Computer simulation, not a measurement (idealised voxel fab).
voxel lift off: a process module
This is section cut - it's 140 nm across, gridded in 5 nm square cells.
This document writes a cross-section as a grid whose cells are square, and gives it as bands, listed from the top down; one or more rows of cells form a band.
Band: top height; bottom height; in nm. Then, left to right: material with width in nm, for each material. "all across": a single material spanning edge to edge. "blank": empty space.
The level at which height equals 0 is the one under which the wafer, as it arrives, is entirely one material. No lower edge exists for the bottom band, which continues downward and is notated as in "top 0, no bottom".
The width entry "30->40" should be interpreted row by row: the top row of cells in the band takes the first number, the bottom row takes the second number, and the change between adjacent rows is uniform throughout.
Step note "changes: none" = no cross-section cell changed.
"Closed void roster" specifies each empty space that is not open to the top and that occupies no fewer than 8 cells, using the form width x height at distance, the distance measured from the left edge and all three quantities in nm.
If you see something after the settings on a step's line, that's the simulator's own remark about that step.
overlay nm, on a step with a mask: how far to the right of its planned place the mask lay; to the left if negative
Intended process steps:
1,RECEIVE | material Si
2,CONFORMAL_DEP | material Al2O3 | thk nm 15
3,PATTERN | tone open | mask id LINES | material resist | width nm 25 | pitch nm 40 | thk nm 20 | overlay nm 0
4,DIRECTIONAL_DEP | material Ru | thk nm 10
5,STRIP | etch materials resist
6,CONFORMAL_DEP | material SiO2 | thk nm 10
Cross-section of the wafer upon arrival, representing the state reached after step 1:
- top 0, no bottom | Si all across
- Closed void roster: none
Module complete, cross-section. Starting point and plan per above. One mistake made in running the module:
- top 35, bottom 25 | blank (30), then SiO2 (35), then blank (5), then SiO2 (35), then blank (35)
- top 25, bottom 15 | SiO2 (40), then Ru (15), then SiO2 (25), then Ru (15), then SiO2 (45)
- top 15, bottom 0 | Al2O3 all across
- top 0, no bottom | Si all across
- Closed void roster: none
Diagnosis: rather than as planned, step 3 actually ran as PATTERN | tone open | mask id LINES | material resist | width nm 15 | pitch nm 40 | thk nm 20 | overlay nm 0
